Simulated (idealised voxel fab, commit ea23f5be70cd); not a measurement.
You're looking at the process module voxel trench capacitor.
The width of the displayed cross-section, cut, is 255 nm; its cells are square, with a size of 5 nm.
Throughout this document, each cross-section is represented as a grid of square cells and is presented as a sequence of bands enumerated from the top downward, where a band comprises one or more rows of cells.
Top, bottom (nm), then materials left to right with widths (nm); lone material tagged "throughout" fills the whole band edge to edge; "empty" = empty space.
Ref level 0: as-received wafer is one material below here. Bottom band extends down with no lower bound ("0..down").
When a width is written as two numbers, as in "30 to 40", the first number is the width in the top row of cells of the band and the second is the width in its bottom row, and the width changes by the same amount from each row to the next.
"no change occurred", as given for a step, is the statement that not any cell of the cross-section underwent a change during that step.
Basically, "Completely enclosed voids" tells you about the enclosed voids: empty spaces with no open way to the top, 8 cells or bigger, each written width x height at distance, where distance is from the left edge, all in nm.
Heads up: the bit after the settings on a step's line is the simulator's remark on that step.
overlay nm: right-of-plan distance of the mask on a masked step; negative values mean left-of-plan.

Plan:
step 1: RECEIVE, material Si
step 2: CONFORMAL_DEP, material SiN, thk nm 10
step 3: DIRECTIONAL_DEP, material aC, thk nm 10
step 4: PATTERN, tone open, mask id TRENCH, material resist, width nm 30, pitch nm 55, thk nm 25, overlay nm 0
step 5: DIRECTIONAL_ETCH, etch materials aC, depth nm 10
step 6: STRIP, etch materials resist
step 7: DIRECTIONAL_ETCH, etch materials SiN, depth nm 10
step 8: DIRECTIONAL_ETCH, etch materials Si, depth nm 40
step 9: STRIP, etch materials aC
step 10: CONFORMAL_DEP, material Al2O3, thk nm 5
step 11: CONFORMAL_DEP, material TiN, thk nm 5
step 12: FILL_DEP, material W, thk nm 5
step 13: CMP, height nm 10

Cross-section of the wafer as it came to us, i.e., already through step 1:
* 0..down  Si throughout
* Completely enclosed voids: none

End state of the module in cross-section, given the above starting point and plan and one mistake in execution:
* 10..5  90 Al2O3; 5 TiN; 10 W; 5 TiN; 35 Al2O3; 5 TiN; 10 W; 5 TiN; 90 Al2O3
* 5..0  85 SiN; 5 Al2O3; 5 TiN; 10 W; 5 TiN; 5 Al2O3; 25 SiN; 5 Al2O3; 5 TiN; 10 W; 5 TiN; 5 Al2O3; 85 SiN
* 0..-30  85 Si; 5 Al2O3; 5 TiN; 10 W; 5 TiN; 5 Al2O3; 25 Si; 5 Al2O3; 5 TiN; 10 W; 5 TiN; 5 Al2O3; 85 Si
* -30..-35  85 Si; 5 Al2O3; 20 TiN; 5 Al2O3; 25 Si; 5 Al2O3; 20 TiN; 5 Al2O3; 85 Si
* -35..-40  85 Si; 30 Al2O3; 25 Si; 30 Al2O3; 85 Si
* -40..down  Si throughout
* Completely enclosed voids: none
Finding, execution versus plan: step 2 changed vs plan, executed as CONFORMAL_DEP, material SiN, thk nm 5
